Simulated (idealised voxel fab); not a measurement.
This section sets out a process module, namely voxel fin reveal.
Cross-section cut: width 160 nm, square cells of 5 nm.
Format of a cross-section: grid, square cells. Given as bands. Order: top down. Band: one or more rows of cells. Look at the band entry: it leads with the top's height and the bottom's height in nm. Then it lists the materials left to right, with a width in nm for each. The word "throughout" on a single material says that material fills the band edge to edge. The word "blank" is empty space. Beneath 0, the wafer as received is one material, and that level is where height counting begins. The lowest band goes on downward without a bottom; it is written like "0..down". Read "30..40" as a graded width: first number on top, second number at the bottom, same change between each pair of neighbouring rows. Where a step carries "all unchanged", the cross-section came out of it unchanged, cell for cell. Empty spaces counting at least 8 cells and having no open way to the top are listed in "Completely enclosed voids". The notation width x height at distance is used for each, the distance being from the left edge and all three values in nm. On each step's line, the part that comes after the settings is the simulator's own comment on the step. overlay nm: right-of-plan distance of the mask on a masked step; negative values mean left-of-plan.
Intended process steps:
step 1: op RECEIVE | material Si
step 2: op CONFORMAL_DEP | material SiN | thk nm 5
step 3: op MASKED_ETCH | tone cover | mask id FINS | width nm 15 | pitch nm 35 | etch materials SiN | depth nm 5 | overlay nm -5
step 4: op MASKED_ETCH | tone cover | mask id FINS | width nm 15 | pitch nm 35 | etch materials Si | depth nm 30 | overlay nm 0
step 5: op FILL_DEP | material SiO2 | thk nm 5
step 6: op CMP | height nm 5
step 7: op SELECTIVE_ETCH | etch materials SiO2 | depth nm 20
step 8: op STRIP | etch materials SiN
Where the wafers of this document differ is in the overlay nm of step 3; they start out the same, and the plan states the value that applied to the first wafer.
As-received cross-section, first of several wafers, post step 1:
    0..down: Si throughout
    Completely enclosed voids: none
first wafer at the end, after step 8:
    0..-15: blank (15)  Si (20)  blank (15)  Si (20)  blank (15)  Si (20)  blank (15)  Si (20)  blank (20)
    -15..-30: SiO2 (15)  Si (20)  SiO2 (15)  Si (20)  SiO2 (15)  Si (20)  SiO2 (15)  Si (20)  SiO2 (20)
    -30..down: Si throughout
    Completely enclosed voids: none
Cross-section of the last wafer at end of module:
    0..-15: blank (20)  Si (20)  blank (15)  Si (20)  blank (15)  Si (20)  blank (15)  Si (20)  blank (15)
    -15..-30: SiO2 (20)  Si (20)  SiO2 (15)  Si (20)  SiO2 (15)  Si (20)  SiO2 (15)  Si (20)  SiO2 (15)
    -30..down: Si throughout
    Completely enclosed voids: none
wafer rows; end of module; cells per material since receipt: (+) gained, (-) lost; then closed voids:
overlay nm -5; -96 Si; +48 SiO2; Completely enclosed voids: none
overlay nm 0; -120 Si; +60 SiO2; Completely enclosed voids: none
overlay nm 5; -96 Si; +48 SiO2; Completely enclosed voids: none
